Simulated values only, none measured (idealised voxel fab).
process module | voxel capacitor over wiring
cross-section cut | 205 nm wide | cells 5 nm
A cross-section is a grid of square cells, given in bands from the top down. A band is one or more rows of cells.
Each band's line starts with the height of the band's top and of its bottom, in nm. Then come its materials from left to right, each with its width in nm. One material with "throughout" fills the band from edge to edge. "air" is empty space.
Height 0 is the level under which the wafer as received is all one material. The lowest band goes on downwards, as in "0 down".
A width such as "30 to 40" changes by the same amount from each row of cells to the next, from the band's top row to its bottom row.
"no change" after a step means that no cell of the cross-section changed.
closed voids: empty space of 8 cells or more with no open way to the top, each as width x height at its distance from the left edge, in nm
after a step's settings: what the simulator itself notes on the step
overlay nm, on a step with a mask: how far to the right of its planned place the mask lay; to the left if negative
plan
1 op RECEIVE | material Si
2 op CONFORMAL_DEP | material SiO2 | thk nm 10
3 op CONFORMAL_DEP | material SiCN | thk nm 5
4 op DIRECTIONAL_DEP | material SiO2 | thk nm 25
5 op PATTERN | tone open | mask id METAL_1 | material resist | width nm 20 | pitch nm 85 | thk nm 15 | overlay nm 0
6 op DIRECTIONAL_ETCH | etch materials SiO2 | depth nm 25
7 op DIRECTIONAL_ETCH | etch materials SiCN | depth nm 5
8 op STRIP | etch materials resist
9 op CONFORMAL_DEP | material TiN | thk nm 5
10 op FILL_DEP | material Cu | thk nm 10
11 op CMP | height nm 40
12 op CONFORMAL_DEP | material SiCN | thk nm 5
13 op DIRECTIONAL_DEP | material SiO2 | thk nm 20
14 op DIRECTIONAL_DEP | material aC | thk nm 15
15 op PATTERN | tone open | mask id PLUG_1 | material resist | width nm 15 | thk nm 30 | overlay nm 0
16 op DIRECTIONAL_ETCH | etch materials aC | depth nm 15
17 op STRIP | etch materials resist
18 op DIRECTIONAL_ETCH | etch materials SiO2 | depth nm 20
19 op DIRECTIONAL_ETCH | etch materials SiCN | depth nm 5
20 op STRIP | etch materials aC
21 op EPI | material Ru | thk nm 10
22 op EPI | material Ru | thk nm 10
23 op EPI | material Ru | thk nm 5
24 op DIRECTIONAL_DEP | material TiN | thk nm 5
25 op DIRECTIONAL_DEP | material Al2O3 | thk nm 5
26 op DIRECTIONAL_DEP | material TiN | thk nm 5
27 op MASKED_ETCH | tone cover | mask id UPPER_PLATE | width nm 70 | etch materials TiN | depth nm 5 | overlay nm 0
28 op MASKED_ETCH | tone cover | mask id UPPER_PLATE | width nm 70 | etch materials Al2O3 | depth nm 5 | overlay nm 0
29 op MASKED_ETCH | tone cover | mask id LOWER_PLATE | width nm 80 | etch materials TiN | depth nm 5 | overlay nm 0
30 op FILL_DEP | material SiO2 | thk nm 15
31 op CMP | height nm 90
32 op DIRECTIONAL_DEP | material aC | thk nm 15
33 op PATTERN | tone open | mask id PLUG_2 | material resist | width nm 15 | thk nm 35 | overlay nm 0
34 op DIRECTIONAL_ETCH | etch materials aC | depth nm 15
35 op STRIP | etch materials resist
36 op DIRECTIONAL_ETCH | etch materials SiO2 | depth nm 10
37 op STRIP | etch materials aC
38 op CONFORMAL_DEP | material TiN | thk nm 5
39 op FILL_DEP | material Cu | thk nm 5
40 op CMP | height nm 90
41 op CONFORMAL_DEP | material SiCN | thk nm 5
as received, after step 1
  0 down: Si throughout
  closed voids: none
first wafer at the end, as planned
  95 to 90: SiCN throughout
  90 to 85: SiO2 65 | TiN 5 | Cu 5 | TiN 5 | SiO2 125
  85 to 75: SiO2 65 to 55 | TiN 15 to 70 | SiO2 125 to 80
  75 to 70: SiO2 55 | Al2O3 70 | SiO2 80
  70 to 65: SiO2 50 | TiN 80 | SiO2 75
  65 to 45: SiO2 55 | Ru 15 | SiO2 135
  45 to 40: SiCN 55 | Ru 15 | SiCN 135
  40 to 15: SiO2 50 | TiN 5 | Cu 10 | TiN 5 | SiO2 65 | TiN 5 | Cu 10 | TiN 5 | SiO2 50
  15 to 10: SiCN 50 | TiN 20 | SiCN 65 | TiN 20 | SiCN 50
  10 to 0: SiO2 throughout
  0 down: Si throughout
  closed voids: none
second wafer at the end: like start, like plan, one mistake
  95 to 90: SiCN throughout
  90 to 85: SiO2 65 | TiN 5 | Cu 5 | TiN 5 | SiO2 125
  85 to 80: SiO2 65 | TiN 15 | SiO2 125
  80 to 75: SiO2 throughout
  75 to 70: SiO2 55 | TiN 70 | SiO2 80
  70 to 65: SiO2 55 | Al2O3 70 | SiO2 80
  65 to 60: SiO2 50 | TiN 80 | SiO2 75
  60 to 40: SiO2 55 | Ru 15 | SiO2 135
  40 to 35: SiCN 55 | Ru 15 | SiCN 135
  35 to 15: SiO2 50 | TiN 5 | Cu 10 | TiN 5 | SiO2 65 | TiN 5 | Cu 10 | TiN 5 | SiO2 50
  15 to 10: SiCN 50 | TiN 20 | SiCN 65 | TiN 20 | SiCN 50
  10 to 0: SiO2 throughout
  0 down: Si throughout
  closed voids: none
what went wrong: step 11 ran as: op CMP | height nm 35
at the end the second wafer has, in cells: 4 fewer of Cu | 8 more of SiO2 | 4 fewer of TiN
